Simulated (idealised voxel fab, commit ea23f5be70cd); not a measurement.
process module | voxel ribs on slabs
cross-section cut | 215 nm wide | cells 5 nm
A cross-section is a grid of square cells, given in bands from the top down. A band is one or more rows of cells.
Each band's line starts with the height of the band's top and of its bottom, in nm. Then come its materials from left to right, each with its width in nm. One material with "throughout" fills the band from edge to edge. "air" is empty space.
Height 0 is the level under which the wafer as received is all one material. The lowest band goes on downwards, as in "0 down".
A width such as "30 to 40" changes by the same amount from each row of cells to the next, from the band's top row to its bottom row.
"no change" after a step means that no cell of the cross-section changed.
closed voids: empty space of 8 cells or more with no open way to the top, each as width x height at its distance from the left edge, in nm
after a step's settings: what the simulator itself notes on the step
overlay nm, on a step with a mask: how far to the right of its planned place the mask lay; to the left if negative
plan
1 op RECEIVE | material Si
2 op DIRECTIONAL_DEP | material SiO2 | thk nm 20
3 op DIRECTIONAL_DEP | material polySi | thk nm 25
4 op PATTERN | tone cover | mask id RIB | material resist | width nm 30 | thk nm 20 | overlay nm 0
5 op DIRECTIONAL_ETCH | etch materials polySi | depth nm 20
6 op STRIP | etch materials resist
7 op MASKED_ETCH | tone cover | mask id SLAB | width nm 70 | etch materials polySi | depth nm 5 | overlay nm 0
8 op FILL_DEP | material SiO2 | thk nm 25
9 op CMP | height nm 65
10 op DIRECTIONAL_DEP | material W | thk nm 10
11 op MASKED_ETCH | tone cover | mask id HEATER | width nm 40 | etch materials W | depth nm 10 | overlay nm 0
12 op CONFORMAL_DEP | material SiO2 | thk nm 10
first wafer, as planned
as received, after step 1
  0 down: Si throughout
  closed voids: none
after step 2
  20 to 0: SiO2 throughout
  below 0: unchanged
after step 3
  45 to 20: polySi throughout
  below 20: unchanged
after step 4
  65 to 45: air 90 | resist 30 | air 95
  below 45: unchanged
after step 5
  65 to 45: air 90 | resist 30 | air 95
  45 to 25: air 90 | polySi 30 | air 95
  below 25: unchanged
after step 6
  45 to 25: air 90 | polySi 30 | air 95
  below 25: unchanged
after step 7
  45 to 25: air 90 | polySi 30 | air 95
  25 to 20: air 70 | polySi 70 | air 75
  below 20: unchanged
after step 8
  70 to 45: SiO2 throughout
  45 to 25: SiO2 90 | polySi 30 | SiO2 95
  25 to 20: SiO2 70 | polySi 70 | SiO2 75
  below 20: unchanged
after step 9
  65 to 45: SiO2 throughout
  below 45: unchanged
after step 10
  75 to 65: W throughout
  below 65: unchanged
after step 11
  75 to 65: air 85 | W 40 | air 90
  below 65: unchanged
after step 12
  85 to 75: air 75 | SiO2 60 | air 80
  75 to 65: SiO2 85 | W 40 | SiO2 90
  below 65: unchanged
second wafer: like start, like plan, one mistake. Through step 1 it matches the first wafer
when step 2 should have ended
  25 to 0: SiO2 throughout
  below 0: unchanged
when step 3 should have ended
  50 to 25: polySi throughout
  below 25: unchanged
when step 4 should have ended
  70 to 50: air 90 | resist 30 | air 95
  below 50: unchanged
when step 5 should have ended
  70 to 50: air 90 | resist 30 | air 95
  50 to 30: air 90 | polySi 30 | air 95
  below 30: unchanged
when step 6 should have ended
  50 to 30: air 90 | polySi 30 | air 95
  below 30: unchanged
when step 7 should have ended
  50 to 30: air 90 | polySi 30 | air 95
  30 to 25: air 70 | polySi 70 | air 75
  below 25: unchanged
when step 8 should have ended
  75 to 50: SiO2 throughout
  50 to 30: SiO2 90 | polySi 30 | SiO2 95
  30 to 25: SiO2 70 | polySi 70 | SiO2 75
  below 25: unchanged
when step 9 should have ended
  65 to 50: SiO2 throughout
  below 50: unchanged
when step 10 should have ended
  75 to 65: W throughout
  below 65: unchanged
when step 11 should have ended
  75 to 65: air 85 | W 40 | air 90
  below 65: unchanged
when step 12 should have ended
  85 to 75: air 75 | SiO2 60 | air 80
  75 to 65: SiO2 85 | W 40 | SiO2 90
  below 65: unchanged
what went wrong: step 2 ran as: op DIRECTIONAL_DEP | material SiO2 | thk nm 25
at the end the second wafer has, in cells: as many of each material as the first, in other places
